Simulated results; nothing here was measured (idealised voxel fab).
Process module heading - voxel wiring stack
It is cross-section cut that appears here, measuring 155 nm in width, its square cells being 5 nm in size.
Cross-section, as written here: a square-cell grid given band by band from the top down, where a band holds one or more rows of cells.
What a band's entry tells you: where the top is and where the bottom is, as heights in nm, and after that what lies inside, material by material from left to right, each with its width in nm. Empty space is written as the word "air", and a single material marked with the word "everywhere" occupies the band from edge to edge.
Beneath 0, the wafer as received is one material, and that level is where height counting begins. The lowest band goes on downward without a bottom; it is written like "0 -> down".
Width "30 to 40": first value at the band's top row of cells, second value at its bottom row, equal change from row to row.
Where a step carries "no alteration", the cross-section came out of it unchanged, cell for cell.
The entry titled "Closed void register" provides the empty spaces that have no open way to the top, restricted to those of 8 cells or more. Each is presented as width x height at distance, the distance being measured from the left edge, with all three in nm.
Text after the settings on a step's line: the simulator's own remark on that step.
Steps that use a mask can have "overlay nm" on their line. It says how far the mask sat to the right of where it was meant to be. Negative means to the left.
So here's the lineup of process steps we planned:
1) RECEIVE with material Si
2) CONFORMAL_DEP with material SiO2, thk nm 10
3) CONFORMAL_DEP with material SiN, thk nm 5
4) DIRECTIONAL_DEP with material lowk, thk nm 25
5) PATTERN with tone open, mask id METAL_1, material resist, width nm 25, pitch nm 55, thk nm 20, overlay nm 0
6) DIRECTIONAL_ETCH with etch materials lowk, depth nm 25
7) DIRECTIONAL_ETCH with etch materials SiN, depth nm 5
8) STRIP with etch materials resist
9) CONFORMAL_DEP with material TiN, thk nm 5
10) FILL_DEP with material Ru, thk nm 10
11) CMP with height nm 40
12) EPI with material Ru, thk nm 5
13) FILL_DEP with material SiCN, thk nm 5
14) DIRECTIONAL_DEP with material lowk, thk nm 15
15) MASKED_ETCH with tone open, mask id PLUG_1, width nm 15, etch materials lowk, depth nm 15, overlay nm 0
16) MASKED_ETCH with tone open, mask id PLUG_1, width nm 15, etch materials SiCN, depth nm 5, overlay nm 0
17) EPI with material Ru, thk nm 10
18) EPI with material Ru, thk nm 10
19) DIRECTIONAL_DEP with material TiN, thk nm 5
20) DIRECTIONAL_DEP with material W, thk nm 20
21) DIRECTIONAL_DEP with material aC, thk nm 15
22) PATTERN with tone cover, mask id METAL_2, material resist, width nm 25, pitch nm 55, thk nm 30, overlay nm 0
23) DIRECTIONAL_ETCH with etch materials aC, depth nm 15
24) STRIP with etch materials resist
25) DIRECTIONAL_ETCH with etch materials W, depth nm 20
26) DIRECTIONAL_ETCH with etch materials TiN, depth nm 5
27) STRIP with etch materials aC
28) FILL_DEP with material SiO2, thk nm 5
29) CMP with height nm 90
30) CONFORMAL_DEP with material SiCN, thk nm 5
As received, after step 1:
  0 -> down = Si everywhere
  Closed void register: none
What the wafer looks like in cross-section after this module, when it starts as shown above and follows the plan above but one mistake is made in running it:
  95 -> 90 = SiCN everywhere
  90 -> 70 = SiO2 (35), then W (25), then SiO2 (30), then W (25), then SiO2 (40)
  70 -> 65 = SiO2 (35), then TiN (25), then SiO2 (30), then TiN (25), then SiO2 (40)
  65 -> 50 = lowk (35), then Ru (20), then lowk (100)
  50 -> 45 = SiCN (35), then Ru (15), then SiCN (105)
  45 -> 40 = SiCN (30), then Ru (35), then SiCN (20), then Ru (35), then SiCN (35)
  40 -> 15 = lowk (35), then TiN (5), then Ru (15), then TiN (5), then lowk (30), then TiN (5), then Ru (15), then TiN (5), then lowk (40)
  15 -> 10 = SiN (35), then TiN (25), then SiN (30), then TiN (25), then SiN (40)
  10 -> 0 = SiO2 everywhere
  0 -> down = Si everywhere
  Closed void register: none
Deviation noted in wafer processing: the process deviated at step 15: the operation and settings actually run there were MASKED_ETCH with tone open, mask id PLUG_1, width nm 20, etch materials lowk, depth nm 15, overlay nm 0
